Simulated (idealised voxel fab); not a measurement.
The process module that follows is named voxel quadruple lines.
Cross-section cut: width 180 nm, square cells of 5 nm.
How to read a cross-section here: the picture is a grid of square cells, written as bands going from the top down, and any band can span one or more rows of cells. In this notation a band is specified by the heights of its top and bottom, in that order and in nm, after which its materials appear from left to right, each paired with its width in nm. The word "everywhere" attached to a single material means that material fills the band from edge to edge; the word "air" stands for empty space. Convention: height 0 is the level below which the wafer, as received, is all one material. The lowest band does not terminate at the bottom but continues downward, represented as "top 0, no bottom". You'd read "30->40" like this: the band's top row of cells is as wide as the first number, its bottom row is as wide as the second, and going down, every row changes width by the same amount as the row before did. When a step is marked "no change occurred", none of the cells in the cross-section changed during that step. Closed empty spaces (no open way to the top) of 8 cells or more are what "Completely enclosed voids" lists, each as width x height at distance from the left edge, nm for all three. It should be noted that, on the line of a given step, the content following the step's settings is a remark produced by the simulator itself with respect to that step. overlay nm, on a step with a mask: how far to the right of its planned place the mask lay; to the left if negative.
# The following list gives the planned process steps
| 1 | RECEIVE with material Si |
| 2 | CONFORMAL_DEP with material Al2O3, thk nm 5 |
| 3 | DIRECTIONAL_DEP with material TiN, thk nm 10 |
| 4 | DIRECTIONAL_DEP with material polySi, thk nm 15 |
| 5 | DIRECTIONAL_DEP with material aC, thk nm 25 |
| 6 | PATTERN with tone cover, mask id MANDREL, material resist, width nm 25, thk nm 35, overlay nm -15 |
| 7 | DIRECTIONAL_ETCH with etch materials aC, depth nm 25 |
| 8 | STRIP with etch materials resist |
| 9 | CONFORMAL_DEP with material SiO2, thk nm 15 |
| 10 | DIRECTIONAL_ETCH with etch materials SiO2, depth nm 15 |
| 11 | STRIP with etch materials aC |
| 12 | DIRECTIONAL_ETCH with etch materials polySi, depth nm 15 |
| 13 | STRIP with etch materials SiO2 |
| 14 | CONFORMAL_DEP with material SiCN, thk nm 5 |
| 15 | DIRECTIONAL_ETCH with etch materials SiCN, depth nm 5 |
| 16 | STRIP with etch materials polySi |
| 17 | DIRECTIONAL_ETCH with etch materials TiN, depth nm 10 |
| 18 | STRIP with etch materials SiCN |
Don't read the plan's overlay nm for step 6 as applying to every wafer: that's the first wafer's value, and the wafers differ in it, though they all start identical.
# As-received cross-section, first of several wafers, post step 1
> top 0, no bottom = Si everywhere
> Completely enclosed voids: none
# Here's the first of several wafers in cross-section, end of the module, after the last step, step 18
> top 15, bottom 5 = 40 air | 5 TiN | 15 air | 5 TiN | 15 air | 5 TiN | 15 air | 5 TiN | 75 air
> top 5, bottom 0 = Al2O3 everywhere
> top 0, no bottom = Si everywhere
> Completely enclosed voids: none
# Cross-sectional view of the final wafer of several at the module's end
> top 15, bottom 5 = 70 air | 5 TiN | 15 air | 5 TiN | 15 air | 5 TiN | 15 air | 5 TiN | 45 air
> top 5, bottom 0 = Al2O3 everywhere
> top 0, no bottom = Si everywhere
> Completely enclosed voids: none
# What follows is a table in which each wafer occupies a row; for the wafer as it stands at the close of the module, the row states, material by material, how many cells have been gained (+) or lost (-) since receipt, and then gives its closed voids
overlay nm -15 | +36 Al2O3 | +8 TiN | Completely enclosed voids: none
overlay nm -10 | +36 Al2O3 | +8 TiN | Completely enclosed voids: none
overlay nm -5 | +36 Al2O3 | +8 TiN | Completely enclosed voids: none
overlay nm 0 | +36 Al2O3 | +8 TiN | Completely enclosed voids: none
overlay nm 5 | +36 Al2O3 | +8 TiN | Completely enclosed voids: none
overlay nm 10 | +36 Al2O3 | +8 TiN | Completely enclosed voids: none
overlay nm 15 | +36 Al2O3 | +8 TiN | Completely enclosed voids: none
